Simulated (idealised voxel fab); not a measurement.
Herein follows the process module entitled voxel air gaps.
The width of the displayed cross-section, cut, is 235 nm; its cells are square, with a size of 5 nm.
Bands, listed from the top down, are how a cross-section gets written in this document; the cross-section itself is a grid of square cells, and a band is one or more rows of them.
Band: top height; bottom height; in nm. Then, left to right: material with width in nm, for each material. "edge to edge": a single material spanning edge to edge. "air": empty space.
We count height from 0. Below that, the starting wafer is all one material. The lowest band never ends at the bottom but goes on down; see "top 0, no bottom" for how that is written.
Quick explanation for "30..40": the width changes in equal steps down the rows of cells, from the first number in the band's top row to the second number in its bottom row.
"no alteration", as given for a step, is the statement that not any cell of the cross-section underwent a change during that step.
Look at "Unvented voids" for the closed voids: empty spaces with no open path to the top, sized 8 cells or up. Each is width x height at distance, distance from the left edge, all nm.
The remark found on a step's line after its settings is issued by the simulator itself and pertains to that step.
For masked steps, "overlay nm" on the step line gives how far right of plan the mask actually lay; a minus sign means it lay to the left.

Steps in the process plan:
1 RECEIVE: material Si
2 CONFORMAL_DEP: material SiO2, thk nm 10
3 CONFORMAL_DEP: material SiCN, thk nm 5
4 DIRECTIONAL_DEP: material SiO2, thk nm 40
5 MASKED_ETCH: tone open, mask id LINES, width nm 20, pitch nm 45, etch materials SiO2, depth nm 40, overlay nm -15
6 CONFORMAL_DEP: material TiN, thk nm 5
7 FILL_DEP: material W, thk nm 5
8 CMP: height nm 55
9 EPI: material Ru, thk nm 10
10 SELECTIVE_ETCH: etch materials SiO2, depth nm 50
11 CONFORMAL_DEP: material SiCN, thk nm 5
Variable across wafers: step 5 overlay nm (plan value is that of the first wafer; starting state common to all).

After step 1, as received: first of several wafers, cross-section:
* top 0, no bottom | Si edge to edge
* Unvented voids: none

First of several wafers, sectioned at end of module (last step: step 11):
* top 70, bottom 65 | air=10  SiCN=185  air=40
* top 65, bottom 55 | air=10  SiCN=5  Ru=40  SiCN=5  Ru=40  SiCN=5  Ru=40  SiCN=5  Ru=40  SiCN=5  air=40
* top 55, bottom 50 | air=10  SiCN=15  TiN=5  W=10  TiN=5  SiCN=25  TiN=5  W=10  TiN=5  SiCN=25  TiN=5  W=10  TiN=5  SiCN=25  TiN=5  W=10  TiN=5  SiCN=15  air=40
* top 50, bottom 20 | air=20  SiCN=5  TiN=5  W=10  TiN=5  SiCN=5  air=15  SiCN=5  TiN=5  W=10  TiN=5  SiCN=5  air=15  SiCN=5  TiN=5  W=10  TiN=5  SiCN=5  air=15  SiCN=5  TiN=5  W=10  TiN=5  SiCN=5  air=50
* top 20, bottom 15 | SiCN=25  TiN=20  SiCN=25  TiN=20  SiCN=25  TiN=20  SiCN=25  TiN=20  SiCN=55
* top 15, bottom 10 | SiCN edge to edge
* top 10, bottom 0 | SiO2 edge to edge
* top 0, no bottom | Si edge to edge
* Unvented voids: 15 x 30 at 50; 15 x 30 at 95; 15 x 30 at 140

Last wafer, end of module, cross-section:
* top 70, bottom 65 | air=40  SiCN=185  air=10
* top 65, bottom 55 | air=40  SiCN=5  Ru=40  SiCN=5  Ru=40  SiCN=5  Ru=40  SiCN=5  Ru=40  SiCN=5  air=10
* top 55, bottom 50 | air=40  SiCN=15  TiN=5  W=10  TiN=5  SiCN=25  TiN=5  W=10  TiN=5  SiCN=25  TiN=5  W=10  TiN=5  SiCN=25  TiN=5  W=10  TiN=5  SiCN=15  air=10
* top 50, bottom 20 | air=50  SiCN=5  TiN=5  W=10  TiN=5  SiCN=5  air=15  SiCN=5  TiN=5  W=10  TiN=5  SiCN=5  air=15  SiCN=5  TiN=5  W=10  TiN=5  SiCN=5  air=15  SiCN=5  TiN=5  W=10  TiN=5  SiCN=5  air=20
* top 20, bottom 15 | SiCN=55  TiN=20  SiCN=25  TiN=20  SiCN=25  TiN=20  SiCN=25  TiN=20  SiCN=25
* top 15, bottom 10 | SiCN edge to edge
* top 10, bottom 0 | SiO2 edge to edge
* top 0, no bottom | Si edge to edge
* Unvented voids: 15 x 30 at 80; 15 x 30 at 125; 15 x 30 at 170

Note: the following table is arranged by wafer, a row apiece. Each row reports the end-of-module state: per material, cells gained (+) or cells lost (-) compared with the wafer as received; closed voids follow:
overlay nm -15, +64 Ru, +194 SiCN, +94 SiO2, +72 TiN, +56 W, Unvented voids: 15 x 30 at 50; 15 x 30 at 95; 15 x 30 at 140
overlay nm -10, +64 Ru, +194 SiCN, +94 SiO2, +72 TiN, +56 W, Unvented voids: 15 x 30 at 55; 15 x 30 at 100; 15 x 30 at 145
overlay nm -5, +64 Ru, +194 SiCN, +94 SiO2, +72 TiN, +56 W, Unvented voids: 15 x 30 at 60; 15 x 30 at 105; 15 x 30 at 150
overlay nm 0, +64 Ru, +194 SiCN, +94 SiO2, +72 TiN, +56 W, Unvented voids: 15 x 30 at 65; 15 x 30 at 110; 15 x 30 at 155
overlay nm 5, +64 Ru, +194 SiCN, +94 SiO2, +72 TiN, +56 W, Unvented voids: 15 x 30 at 70; 15 x 30 at 115; 15 x 30 at 160
overlay nm 10, +64 Ru, +194 SiCN, +94 SiO2, +72 TiN, +56 W, Unvented voids: 15 x 30 at 75; 15 x 30 at 120; 15 x 30 at 165
overlay nm 15, +64 Ru, +194 SiCN, +94 SiO2, +72 TiN, +56 W, Unvented voids: 15 x 30 at 80; 15 x 30 at 125; 15 x 30 at 170
